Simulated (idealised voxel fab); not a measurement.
Proc. module: voxel released beams
255 nm wide, 5 nm square cells: that's cross-section cut.
In this document a cross-section is written as a grid of square cells. It is given as a series of bands, listed from the top down, and a band is one or more rows of cells. Heads up on the band format: heights come first, top then bottom, in nm. After that it's the materials left to right, each with its width in nm. A single material flagged "throughout" fills the whole band edge to edge, and "blank" means there's empty space there. Measure heights from 0. That's the level where, below it, the as-received wafer is all one material. The lowest band is bottomless and extends downward; write it as in "from 0 down". Note: "30->40" means the width goes from the first number (top row of the band) to the second number (bottom row) in equal steps per row of cells. Step marked "no change"? Then no cell in the cross-section changed in it. Heads up: "Closed empty spaces" only lists the empty pockets with no open path to the top that are 8 cells or more, and it writes them as width x height at distance, distance from the left edge, in nm. That trailing text on a step's line, after the settings, is the simulator's own remark on the step. Regarding "overlay nm": on a step with a mask, it is the distance the mask lay to the right of its planned place; a negative value places it to the left.
The planned process steps are enumerated hereunder
| 1 | RECEIVE [material Si] |
| 2 | CONFORMAL_DEP [material Al2O3] [thk nm 5] |
| 3 | DIRECTIONAL_DEP [material SiO2] [thk nm 15] |
| 4 | MASKED_ETCH [tone open] [mask id ANCHOR] [width nm 40] [etch materials SiO2] [depth nm 15] [overlay nm 0] |
| 5 | CONFORMAL_DEP [material polySi] [thk nm 15] |
| 6 | MASKED_ETCH [tone cover] [mask id BEAM] [width nm 125] [etch materials polySi] [depth nm 15] [overlay nm 0] |
| 7 | STRIP [etch materials SiO2] |
Received-state cross-section, reflecting completion of step 1
* from 0 down  Si throughout
* Closed empty spaces: none
End state of the module in cross-section, given the above starting point and plan and one mistake in execution
* from 0 down  Si throughout
* Closed empty spaces: none
Deviation noted in wafer processing: step 2 was processed under conditions differing from the plan, specifically as CONFORMAL_DEP [material SiO2] [thk nm 5]
